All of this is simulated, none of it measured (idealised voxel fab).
The following is a process module called voxel self aligned vias.
Each square cell in cross-section cut measures 5 nm, and the section as a whole is 235 nm wide.
The cross-sections in this document take the form of a grid made of square cells. They are written out as bands, in order from top to bottom. Each band consists of one or more rows of cells.
In this notation a band is specified by the heights of its top and bottom, in that order and in nm, after which its materials appear from left to right, each paired with its width in nm. The word "throughout" attached to a single material means that material fills the band from edge to edge; the word "blank" stands for empty space.
Basically, 0 is our baseline, since under it the wafer straight out of the box is all one material. The bottom band has no lower end and keeps on going down, so it looks like "0 down".
Width: "30..40" (first number = top row, second number = bottom row, same change from row to row of cells).
"remained unchanged" after a step means that no cell of the cross-section changed.
Heads up: "Closed empty spaces" only lists the empty pockets with no open path to the top that are 8 cells or more, and it writes them as width x height at distance, distance from the left edge, in nm.
Past the settings on a step's line: simulator remark, on that step.
On any step carrying a mask, the "overlay nm" setting, if present on the step's line, tells how far right of its planned place the mask lay; negative values point to the left.

### Intended process steps
1 RECEIVE [material Si]
2 CONFORMAL_DEP [material SiO2] [thk nm 10]
3 CONFORMAL_DEP [material SiCN] [thk nm 5]
4 DIRECTIONAL_DEP [material SiO2] [thk nm 20]
5 MASKED_ETCH [tone open] [mask id LINES] [width nm 25] [pitch nm 70] [etch materials SiO2] [depth nm 20] [overlay nm 0]
6 CONFORMAL_DEP [material TiN] [thk nm 5]
7 FILL_DEP [material W] [thk nm 10]
8 CMP [height nm 35]
9 SELECTIVE_ETCH [etch materials W Ru TiN] [depth nm 5]
10 FILL_DEP [material SiN] [thk nm 5]
11 CMP [height nm 35]
12 DIRECTIONAL_DEP [material SiO2] [thk nm 15]
13 MASKED_ETCH [tone open] [mask id VIAS] [width nm 45] [pitch nm 70] [etch materials SiO2] [depth nm 15] [overlay nm 0]
14 MASKED_ETCH [tone open] [mask id VIAS] [width nm 45] [pitch nm 70] [etch materials SiN] [depth nm 5] [overlay nm 0]
15 CONFORMAL_DEP [material TiN] [thk nm 5]
16 FILL_DEP [material W] [thk nm 10]
17 CMP [height nm 50]
18 CONFORMAL_DEP [material SiN] [thk nm 5]

### Wafer at receipt (post step 1), cross-section
0 down: Si throughout
Closed empty spaces: none

### The first of the two wafers as seen in cross-section once the module was finished; processing followed the plan
55 to 50: SiN throughout
50 to 40: 60 of SiO2, 5 of TiN, 35 of W, 5 of TiN, 25 of SiO2, 5 of TiN, 35 of W, 5 of TiN, 60 of SiO2
40 to 35: 60 of SiO2, 15 of TiN, 15 of W, 15 of TiN, 25 of SiO2, 15 of TiN, 15 of W, 15 of TiN, 60 of SiO2
35 to 30: 70 of SiO2, 25 of TiN, 45 of SiO2, 25 of TiN, 70 of SiO2
30 to 20: 70 of SiO2, 5 of TiN, 15 of W, 5 of TiN, 45 of SiO2, 5 of TiN, 15 of W, 5 of TiN, 70 of SiO2
20 to 15: 70 of SiO2, 25 of TiN, 45 of SiO2, 25 of TiN, 70 of SiO2
15 to 10: SiCN throughout
10 to 0: SiO2 throughout
0 down: Si throughout
Closed empty spaces: none

### This is the second of the two wafers, cross-sectioned at the end of the module; it started exactly like the first and was given the same plan, but it was run with one mistake
55 to 50: SiN throughout
50 to 40: 70 of SiO2, 5 of TiN, 35 of W, 5 of TiN, 25 of SiO2, 5 of TiN, 35 of W, 5 of TiN, 50 of SiO2
40 to 35: 70 of SiO2, 5 of TiN, 15 of W, 25 of TiN, 25 of SiO2, 5 of TiN, 15 of W, 25 of TiN, 50 of SiO2
35 to 30: 70 of SiO2, 25 of TiN, 45 of SiO2, 25 of TiN, 70 of SiO2
30 to 20: 70 of SiO2, 5 of TiN, 15 of W, 5 of TiN, 45 of SiO2, 5 of TiN, 15 of W, 5 of TiN, 70 of SiO2
20 to 15: 70 of SiO2, 25 of TiN, 45 of SiO2, 25 of TiN, 70 of SiO2
15 to 10: SiCN throughout
10 to 0: SiO2 throughout
0 down: Si throughout
Closed empty spaces: none
what went wrong: step 13 did not use the planned setting and instead ran as MASKED_ETCH [tone open] [mask id VIAS] [width nm 45] [pitch nm 70] [etch materials SiO2] [depth nm 15] [overlay nm 10]
Final state: per-material cell counts identical on both wafers; locations differ.
